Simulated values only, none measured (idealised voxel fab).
The name of this process module is voxel capacitor over wiring.
Square cells of 5 nm make up the cross-section cut, whose width is 170 nm.
In this document a cross-section is written as a grid of square cells. It is given as a series of bands, listed from the top down, and a band is one or more rows of cells. Top, bottom (nm), then materials left to right with widths (nm); lone material tagged "throughout" fills the whole band edge to edge; "air" = empty space. Heads up on the height convention: 0 is the point under which the incoming wafer is all one material, and the lowest band has no bottom, it just keeps going down, like "0 -> down". A width given as "30..40" starts at the first number in the band's top row and ends at the second number in its bottom row, shifting by an equal amount at every step from row to row. No cell of the cross-section changed in a step that is given as "left unchanged". In "Closed void catalog" the enclosed voids are listed, meaning empty spaces of 8 cells or larger without any opening to the top. The form is width x height at distance, distance from the left edge, units nm. Read whatever lies past the settings on a step's line as the simulator's own remark about the step. A step's line can hold "overlay nm"; with a mask on that step, the setting says how far right of the planned place the mask lay, while a negative setting says it lay to the left.
**So here's the lineup of process steps we planned**
1,RECEIVE,material Si
2,CONFORMAL_DEP,material SiO2,thk nm 10
3,CONFORMAL_DEP,material SiN,thk nm 5
4,DIRECTIONAL_DEP,material SiO2,thk nm 15
5,PATTERN,tone open,mask id METAL_1,material resist,width nm 30,pitch nm 95,thk nm 15,overlay nm 0
6,DIRECTIONAL_ETCH,etch materials SiO2,depth nm 15
7,DIRECTIONAL_ETCH,etch materials SiN,depth nm 5
8,STRIP,etch materials resist
9,CONFORMAL_DEP,material TiN,thk nm 5
10,FILL_DEP,material Cu,thk nm 5
11,CMP,height nm 30
12,CONFORMAL_DEP,material SiCN,thk nm 5
13,DIRECTIONAL_DEP,material SiO2,thk nm 10
14,DIRECTIONAL_DEP,material aC,thk nm 10
15,PATTERN,tone open,mask id PLUG_1,material resist,width nm 15,thk nm 25,overlay nm 0
16,DIRECTIONAL_ETCH,etch materials aC,depth nm 10
17,STRIP,etch materials resist
18,DIRECTIONAL_ETCH,etch materials SiO2,depth nm 10
19,DIRECTIONAL_ETCH,etch materials SiCN,depth nm 5
20,STRIP,etch materials aC
21,CONFORMAL_DEP,material TiN,thk nm 5
22,FILL_DEP,material Ru,thk nm 5
23,CMP,height nm 45
24,DIRECTIONAL_DEP,material TiN,thk nm 10
25,DIRECTIONAL_DEP,material HfO2,thk nm 5
26,DIRECTIONAL_DEP,material TiN,thk nm 10
27,MASKED_ETCH,tone cover,mask id UPPER_PLATE,width nm 60,etch materials TiN,depth nm 10,overlay nm 0
28,MASKED_ETCH,tone cover,mask id UPPER_PLATE,width nm 70,etch materials HfO2,depth nm 5,overlay nm 0
29,DIRECTIONAL_DEP,material aC,thk nm 15
30,PATTERN,tone cover,mask id LOWER_PLATE,material resist,width nm 80,thk nm 30,overlay nm 0
31,DIRECTIONAL_ETCH,etch materials aC,depth nm 15
32,STRIP,etch materials resist
33,DIRECTIONAL_ETCH,etch materials TiN,depth nm 10
34,STRIP,etch materials aC
35,FILL_DEP,material SiO2,thk nm 15
36,CMP,height nm 80
37,PATTERN,tone open,mask id PLUG_2,material resist,width nm 15,thk nm 15,overlay nm 0
38,DIRECTIONAL_ETCH,etch materials SiO2,depth nm 10
39,STRIP,etch materials resist
40,CONFORMAL_DEP,material TiN,thk nm 5
41,FILL_DEP,material Ru,thk nm 10
42,CMP,height nm 80
43,CONFORMAL_DEP,material SiCN,thk nm 5
Split variable: width nm, step 27. Plan value = first wafer. Wafers start alike.
**The first of several wafers in cross-section, exactly as it reached us after step 1**
    0 -> down | Si throughout
    Closed void catalog: none
**End of module: cross-section of the first of several wafers after step 43, the last step**
    85 -> 80 | SiCN throughout
    80 -> 75 | 45 nm SiO2; 5 nm TiN; 5 nm Ru; 5 nm TiN; 110 nm SiO2
    75 -> 70 | 45 nm SiO2; 15 nm TiN; 110 nm SiO2
    70 -> 60 | 40 nm SiO2; 60 nm TiN; 70 nm SiO2
    60 -> 55 | 35 nm SiO2; 70 nm HfO2; 65 nm SiO2
    55 -> 45 | 30 nm SiO2; 80 nm TiN; 60 nm SiO2
    45 -> 35 | 35 nm SiO2; 5 nm TiN; 5 nm Ru; 5 nm TiN; 120 nm SiO2
    35 -> 30 | 35 nm SiCN; 15 nm TiN; 120 nm SiCN
    30 -> 15 | 20 nm SiO2; 5 nm TiN; 20 nm Cu; 5 nm TiN; 65 nm SiO2; 5 nm TiN; 20 nm Cu; 5 nm TiN; 25 nm SiO2
    15 -> 10 | 20 nm SiN; 30 nm TiN; 65 nm SiN; 30 nm TiN; 25 nm SiN
    10 -> 0 | SiO2 throughout
    0 -> down | Si throughout
    Closed void catalog: none
**Wafer cross-section (last wafer, module end)**
    85 -> 80 | SiCN throughout
    80 -> 75 | 45 nm SiO2; 5 nm TiN; 5 nm Ru; 5 nm TiN; 110 nm SiO2
    75 -> 70 | 45 nm SiO2; 15 nm TiN; 110 nm SiO2
    70 -> 60 | 30 nm SiO2; 80 nm TiN; 60 nm SiO2
    60 -> 55 | 30 nm SiO2; 85 nm HfO2; 55 nm SiO2
    55 -> 45 | 30 nm SiO2; 85 nm TiN; 55 nm SiO2
    45 -> 35 | 35 nm SiO2; 5 nm TiN; 5 nm Ru; 5 nm TiN; 120 nm SiO2
    35 -> 30 | 35 nm SiCN; 15 nm TiN; 120 nm SiCN
    30 -> 15 | 20 nm SiO2; 5 nm TiN; 20 nm Cu; 5 nm TiN; 65 nm SiO2; 5 nm TiN; 20 nm Cu; 5 nm TiN; 25 nm SiO2
    15 -> 10 | 20 nm SiN; 30 nm TiN; 65 nm SiN; 30 nm TiN; 25 nm SiN
    10 -> 0 | SiO2 throughout
    0 -> down | Si throughout
    Closed void catalog: none
**Table: wafers, a row each; end-of-module cell change per material since receipt, gain (+), loss (-); then closed voids**
width nm 60 | +24 Cu | +14 HfO2 | +3 Ru | +65 SiCN | +22 SiN | +358 SiO2 | +92 TiN | Closed void catalog: none
width nm 65 | +24 Cu | +14 HfO2 | +3 Ru | +65 SiCN | +22 SiN | +356 SiO2 | +94 TiN | Closed void catalog: none
width nm 70 | +24 Cu | +14 HfO2 | +3 Ru | +65 SiCN | +22 SiN | +354 SiO2 | +96 TiN | Closed void catalog: none
width nm 75 | +24 Cu | +15 HfO2 | +3 Ru | +65 SiCN | +22 SiN | +351 SiO2 | +98 TiN | Closed void catalog: none
width nm 80 | +24 Cu | +16 HfO2 | +3 Ru | +65 SiCN | +22 SiN | +348 SiO2 | +100 TiN | Closed void catalog: none
width nm 85 | +24 Cu | +17 HfO2 | +3 Ru | +65 SiCN | +22 SiN | +345 SiO2 | +102 TiN | Closed void catalog: none
